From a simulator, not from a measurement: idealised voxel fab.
process module | voxel self aligned vias
Square cell edge 5 nm, section width 145 nm, ID cut.
Cross-section layout: square cells on a grid; listed as bands, top to bottom; a band spans one or more cell rows. The band entry comprises the height of the band's top followed by the height of its bottom, expressed in nm, and subsequently the band's materials from left to right, each stated together with its width in nm. Where a single material is marked with the word "all across", that material fills the band from edge to edge. The word "air" represents empty space. Height datum 0, below which the as-received substrate wafer is one material. Lowest band open at the bottom, running downward: "0..down". A width such as "30 to 40" changes by the same amount from each row of cells to the next, from the band's top row to its bottom row. Where a step carries "nothing changed", the cross-section came out of it unchanged, cell for cell. "Enclosed voids" specifies each empty space that is not open to the top and that occupies no fewer than 8 cells, using the form width x height at distance, the distance measured from the left edge and all three quantities in nm. It should be noted that, on the line of a given step, the content following the step's settings is a remark produced by the simulator itself with respect to that step. Steps that use a mask can have "overlay nm" on their line. It says how far the mask sat to the right of where it was meant to be. Negative means to the left.
Set out below are the planned steps of the process:
| 1 | RECEIVE | material Si |
| 2 | CONFORMAL_DEP | material SiO2 | thk nm 15 |
| 3 | CONFORMAL_DEP | material SiCN | thk nm 5 |
| 4 | DIRECTIONAL_DEP | material SiO2 | thk nm 20 |
| 5 | DIRECTIONAL_DEP | material aC | thk nm 15 |
| 6 | PATTERN | tone open | mask id LINES | material resist | width nm 25 | pitch nm 65 | thk nm 35 | overlay nm 0 |
| 7 | DIRECTIONAL_ETCH | etch materials aC | depth nm 15 |
| 8 | STRIP | etch materials resist |
| 9 | DIRECTIONAL_ETCH | etch materials SiO2 | depth nm 20 |
| 10 | STRIP | etch materials aC |
| 11 | CONFORMAL_DEP | material TiN | thk nm 5 |
| 12 | FILL_DEP | material Ru | thk nm 5 |
| 13 | CMP | height nm 40 |
| 14 | SELECTIVE_ETCH | etch materials W Ru TiN | depth nm 5 |
| 15 | FILL_DEP | material SiN | thk nm 5 |
| 16 | CMP | height nm 40 |
| 17 | DIRECTIONAL_DEP | material SiO2 | thk nm 20 |
| 18 | DIRECTIONAL_DEP | material aC | thk nm 10 |
| 19 | PATTERN | tone open | mask id VIAS | material resist | width nm 45 | thk nm 25 | overlay nm 0 |
| 20 | DIRECTIONAL_ETCH | etch materials aC | depth nm 10 |
| 21 | STRIP | etch materials resist |
| 22 | DIRECTIONAL_ETCH | etch materials SiO2 | depth nm 20 |
| 23 | DIRECTIONAL_ETCH | etch materials SiN | depth nm 5 |
| 24 | STRIP | etch materials aC |
| 25 | CONFORMAL_DEP | material TiN | thk nm 5 |
| 26 | FILL_DEP | material W | thk nm 10 |
| 27 | CMP | height nm 60 |
| 28 | CONFORMAL_DEP | material SiN | thk nm 5 |
Incoming wafer in cross-section (state: after step 1):
  0..down = Si all across
  Enclosed voids: none
End-of-module cross-section. Starting structure and process plan as above; one mistake made in running it:
  65..60 = SiN all across
  60..45 = 10 nm W / 5 nm TiN / 45 nm SiO2 / 5 nm TiN / 80 nm W
  45..40 = 15 nm TiN / 45 nm SiO2 / 35 nm TiN / 15 nm W / 35 nm TiN
  40..35 = 25 nm SiO2 / 25 nm SiN / 40 nm SiO2 / 25 nm TiN / 30 nm SiO2
  35..25 = 25 nm SiO2 / 5 nm TiN / 15 nm Ru / 5 nm TiN / 40 nm SiO2 / 5 nm TiN / 15 nm Ru / 5 nm TiN / 30 nm SiO2
  25..20 = 25 nm SiO2 / 25 nm TiN / 40 nm SiO2 / 25 nm TiN / 30 nm SiO2
  20..15 = SiCN all across
  15..0 = SiO2 all across
  0..down = Si all across
  Enclosed voids: none
Error vs. plan: step 19 deviated from plan and actually ran as PATTERN | tone cover | mask id VIAS | material resist | width nm 45 | thk nm 25 | overlay nm 0
